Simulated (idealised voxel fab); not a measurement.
process module | voxel self aligned vias
In the cross-section labelled cut, the width is 300 nm and each square cell is 5 nm.
For the purposes of this document, a cross-section shall be understood as a grid of square cells, specified as bands listed in top-to-bottom order, each band consisting of one or more rows of cells. Band: top height; bottom height; in nm. Then, left to right: material with width in nm, for each material. "full width": a single material spanning edge to edge. "air": empty space. Where do heights start? At 0: under that level the wafer as delivered is made of one material only. And the lowest band has no floor; it just carries on downward, as in "from 0 down". Think of "30 to 40" as a width that walks from the first number to the second as you go down the band, top row to bottom row, taking equal-sized steps from row to row. "changes: none" means the step left every cell of the cross-section as it was. Reported under the label "Cavities, closed" are the empty spaces having no open way to the top and comprising 8 cells or more; the notation for each is width x height at distance, in which the distance is measured from the left edge and all three values are in nm. What comes after the settings on a step's line is commentary from the simulator itself on that step. overlay nm: for a step with a mask, the amount by which the mask lay right of where it was planned; a negative amount means left of it.
### Process steps (planned)
- 1: RECEIVE,material Si
- 2: CONFORMAL_DEP,material SiO2,thk nm 10
- 3: CONFORMAL_DEP,material SiCN,thk nm 5
- 4: DIRECTIONAL_DEP,material SiO2,thk nm 20
- 5: MASKED_ETCH,tone open,mask id LINES,width nm 30,pitch nm 70,etch materials SiO2,depth nm 20,overlay nm 0
- 6: CONFORMAL_DEP,material TiN,thk nm 5
- 7: FILL_DEP,material Ru,thk nm 10
- 8: CMP,height nm 35
- 9: SELECTIVE_ETCH,etch materials W Ru TiN,depth nm 5
- 10: FILL_DEP,material SiN,thk nm 10
- 11: CMP,height nm 35
- 12: DIRECTIONAL_DEP,material SiO2,thk nm 15
- 13: MASKED_ETCH,tone open,mask id VIAS,width nm 50,etch materials SiO2,depth nm 15,overlay nm 0
- 14: MASKED_ETCH,tone open,mask id VIAS,width nm 50,etch materials SiN,depth nm 5,overlay nm 0
- 15: CONFORMAL_DEP,material TiN,thk nm 5
- 16: FILL_DEP,material W,thk nm 5
- 17: CMP,height nm 50
- 18: CONFORMAL_DEP,material SiCN,thk nm 5
### Shown in cross-section is the wafer as received, that is, as it stands after step 1
* from 0 down = Si full width
* Cavities, closed: none
### The first of the two wafers as seen in cross-section once the module was finished; processing followed the plan
* from 55 to 50 = SiCN full width
* from 50 to 40 = 90 nm SiO2, 5 nm TiN, 40 nm W, 5 nm TiN, 160 nm SiO2
* from 40 to 35 = 90 nm SiO2, 15 nm TiN, 20 nm W, 15 nm TiN, 160 nm SiO2
* from 35 to 30 = 100 nm SiO2, 30 nm TiN, 40 nm SiO2, 30 nm SiN, 100 nm SiO2
* from 30 to 20 = 100 nm SiO2, 5 nm TiN, 20 nm Ru, 5 nm TiN, 40 nm SiO2, 5 nm TiN, 20 nm Ru, 5 nm TiN, 100 nm SiO2
* from 20 to 15 = 100 nm SiO2, 30 nm TiN, 40 nm SiO2, 30 nm TiN, 100 nm SiO2
* from 15 to 10 = SiCN full width
* from 10 to 0 = SiO2 full width
* from 0 down = Si full width
* Cavities, closed: none
### Wafer two cross-section, module end. Start and plan unchanged from wafer one; one mistake made during the run
* from 55 to 50 = SiCN full width
* from 50 to 35 = W full width
* from 35 to 30 = 100 nm SiO2, 30 nm SiN, 40 nm SiO2, 30 nm SiN, 100 nm SiO2
* from 30 to 20 = 100 nm SiO2, 5 nm TiN, 20 nm Ru, 5 nm TiN, 40 nm SiO2, 5 nm TiN, 20 nm Ru, 5 nm TiN, 100 nm SiO2
* from 20 to 15 = 100 nm SiO2, 30 nm TiN, 40 nm SiO2, 30 nm TiN, 100 nm SiO2
* from 15 to 10 = SiCN full width
* from 10 to 0 = SiO2 full width
* from 0 down = Si full width
* Cavities, closed: none
Against the plan, the run slipped here: note that step 12 departed from the planned setting and was carried out as DIRECTIONAL_DEP,material W,thk nm 15
Counted in cells at the end, the second wafer holds more or fewer of these materials than the first: 6 more of SiN, 150 fewer of SiO2, 16 fewer of TiN, 160 more of W
